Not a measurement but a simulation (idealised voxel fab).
process module | voxel ribs on slabs
cross-section cut | 140 nm wide | cells 5 nm
A cross-section is a grid of square cells, given in bands from the top down. A band is one or more rows of cells.
Each band's line starts with the height of the band's top and of its bottom, in nm. Then come its materials from left to right, each with its width in nm. One material with "throughout" fills the band from edge to edge. "air" is empty space.
Height 0 is the level under which the wafer as received is all one material. The lowest band goes on downwards, as in "0 down".
A width such as "30 to 40" changes by the same amount from each row of cells to the next, from the band's top row to its bottom row.
"no change" after a step means that no cell of the cross-section changed.
closed voids: empty space of 8 cells or more with no open way to the top, each as width x height at its distance from the left edge, in nm
after a step's settings: what the simulator itself notes on the step
overlay nm, on a step with a mask: how far to the right of its planned place the mask lay; to the left if negative
plan
1 op RECEIVE | material Si
2 op DIRECTIONAL_DEP | material SiO2 | thk nm 20
3 op DIRECTIONAL_DEP | material polySi | thk nm 25
4 op PATTERN | tone cover | mask id RIB | material resist | width nm 30 | thk nm 15 | overlay nm 0
5 op DIRECTIONAL_ETCH | etch materials polySi | depth nm 10
6 op STRIP | etch materials resist
7 op DIRECTIONAL_DEP | material aC | thk nm 15
8 op PATTERN | tone cover | mask id SLAB | material resist | width nm 90 | thk nm 30 | overlay nm 0
9 op DIRECTIONAL_ETCH | etch materials aC | depth nm 15
10 op STRIP | etch materials resist
11 op DIRECTIONAL_ETCH | etch materials polySi | depth nm 15
12 op STRIP | etch materials aC
13 op FILL_DEP | material SiO2 | thk nm 25
14 op CMP | height nm 60
15 op DIRECTIONAL_DEP | material W | thk nm 10
16 op MASKED_ETCH | tone cover | mask id HEATER | width nm 40 | etch materials W | depth nm 10 | overlay nm 0
17 op CONFORMAL_DEP | material SiN | thk nm 10
first wafer, as planned
as received, after step 1
  0 down: Si throughout
  closed voids: none
after step 2
  20 to 0: SiO2 throughout
  below 0: unchanged
after step 3
  45 to 20: polySi throughout
  below 20: unchanged
after step 4
  60 to 45: air 55 | resist 30 | air 55
  below 45: unchanged
after step 5
  60 to 45: air 55 | resist 30 | air 55
  45 to 35: air 55 | polySi 30 | air 55
  below 35: unchanged
after step 6
  45 to 35: air 55 | polySi 30 | air 55
  below 35: unchanged
after step 7
  60 to 50: air 55 | aC 30 | air 55
  50 to 45: aC throughout
  45 to 35: aC 55 | polySi 30 | aC 55
  below 35: unchanged
after step 8
  90 to 60: air 25 | resist 90 | air 25
  60 to 50: air 25 | resist 30 | aC 30 | resist 30 | air 25
  below 50: unchanged
after step 9
  75 to 60: air 25 | resist 90 | air 25
  60 to 50: air 25 | resist 30 | aC 30 | resist 30 | air 25
  50 to 45: air 25 | aC 90 | air 25
  45 to 35: air 25 | aC 30 | polySi 30 | aC 30 | air 25
  below 35: unchanged
after step 10
  60 to 50: air 55 | aC 30 | air 55
  below 50: unchanged
after step 11
  60 to 50: air 55 | aC 30 | air 55
  50 to 45: air 25 | aC 90 | air 25
  45 to 35: air 25 | aC 30 | polySi 30 | aC 30 | air 25
  35 to 20: air 25 | polySi 90 | air 25
  below 20: unchanged
after step 12
  45 to 35: air 55 | polySi 30 | air 55
  below 35: unchanged
after step 13
  70 to 45: SiO2 throughout
  45 to 35: SiO2 55 | polySi 30 | SiO2 55
  35 to 20: SiO2 25 | polySi 90 | SiO2 25
  below 20: unchanged
after step 14
  60 to 45: SiO2 throughout
  below 45: unchanged
after step 15
  70 to 60: W throughout
  below 60: unchanged
after step 16
  70 to 60: air 50 | W 40 | air 50
  below 60: unchanged
after step 17
  80 to 70: air 40 | SiN 60 | air 40
  70 to 60: SiN 50 | W 40 | SiN 50
  below 60: unchanged
second wafer: like start, like plan, one mistake. Through step 12 it matches the first wafer
when step 13 should have ended
  70 to 45: W throughout
  45 to 35: W 55 | polySi 30 | W 55
  35 to 20: W 25 | polySi 90 | W 25
  below 20: unchanged
when step 14 should have ended
  60 to 45: W throughout
  below 45: unchanged
when step 15 should have ended
  70 to 45: W throughout
  below 45: unchanged
when step 16 should have ended
  70 to 60: air 50 | W 40 | air 50
  below 60: unchanged
when step 17 should have ended
  80 to 70: air 40 | SiN 60 | air 40
  70 to 60: SiN 50 | W 40 | SiN 50
  below 60: unchanged
what went wrong: step 13 ran as: op FILL_DEP | material W | thk nm 25
at the end the second wafer has, in cells: 158 fewer of SiO2 | 158 more of W
